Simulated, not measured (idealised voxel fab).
You're looking at the process module voxel self aligned contacts.
The width of the displayed cross-section, cut, is 205 nm; its cells are square, with a size of 5 nm.
Heads up, the way a cross-section reads in here is a grid of square cells, handed over as bands from the top down, with every band being one or more rows of cells. This entry defines a band. It first specifies the height of the band's top and the height of its bottom in nm, and then specifies the band's materials from left to right, stating each material with its width in nm. The word "full width" identifies a single material that fills the band from edge to edge, while the word "empty" identifies empty space. Height is counted from the level 0, under which the received wafer is composed throughout of one material. The lowest of the bands is not closed at the bottom but continues downward, in the notation "0 and below". Quick explanation for "30->40": the width changes in equal steps down the rows of cells, from the first number in the band's top row to the second number in its bottom row. You'll sometimes find "no alterations made" written for a step, and that's the way of saying that nowhere in the cross-section did a cell change during that step. In the "Enclosed void list" entry, you get each enclosed empty space of 8 cells or more, one with no open way to the top, written width x height at distance, distance from the left edge, in nm. The remark found on a step's line after its settings is issued by the simulator itself and pertains to that step. overlay nm: mask right of planned place by this much (step with mask). Neg. = left.

# These are the steps we planned for the process
1 RECEIVE with material Si
2 OXIDIZE with depth nm 5
3 DIRECTIONAL_DEP with material polySi, thk nm 30
4 DIRECTIONAL_DEP with material SiN, thk nm 20
5 PATTERN with tone cover, mask id GATE, material resist, width nm 35, pitch nm 65, thk nm 20, overlay nm 0
6 DIRECTIONAL_ETCH with etch materials SiN, depth nm 20
7 DIRECTIONAL_ETCH with etch materials polySi, depth nm 30
8 STRIP with etch materials resist
9 CONFORMAL_DEP with material SiN, thk nm 5
10 DIRECTIONAL_ETCH with etch materials SiN, depth nm 5
11 FILL_DEP with material SiO2, thk nm 15
12 CMP with height nm 55
13 MASKED_ETCH with tone open, mask id CONTACT, width nm 50, pitch nm 65, etch materials SiO2, depth nm 60, overlay nm 0
14 CONFORMAL_DEP with material TiN, thk nm 5
15 FILL_DEP with material W, thk nm 5
16 CMP with height nm 55
17 CONFORMAL_DEP with material SiCN, thk nm 5

# Cross-section of the incoming wafer, state after step 1
- 0 and below: Si full width
- Enclosed void list: none

# Cross-sectional result after module completion. Note: starting condition and plan are unchanged from above; one processing mistake was made
- 60 down to 55: SiCN full width
- 55 down to 45: 45 SiO2 | 5->20 TiN | 40->10 W | 5->20 TiN | 15 SiO2 | 5->20 TiN | 40->10 W | 5->20 TiN | 45 SiO2
- 45 down to 25: 15 SiO2 | 45 SiN | 5 TiN | 10 W | 5 TiN | 45 SiN | 5 TiN | 10 W | 5 TiN | 45 SiN | 15 SiO2
- 25 down to 0: 15 SiO2 | 5 SiN | 35 polySi | 5 SiN | 5 TiN | 10 W | 5 TiN | 5 SiN | 35 polySi | 5 SiN | 5 TiN | 10 W | 5 TiN | 5 SiN | 35 polySi | 5 SiN | 15 SiO2
- 0 down to -5: 60 SiO2 | 20 TiN | 45 SiO2 | 20 TiN | 60 SiO2
- -5 and below: Si full width
- Enclosed void list: none
The plan and the run diverged here: step 3 deviated from plan and actually ran as DIRECTIONAL_DEP with material polySi, thk nm 25
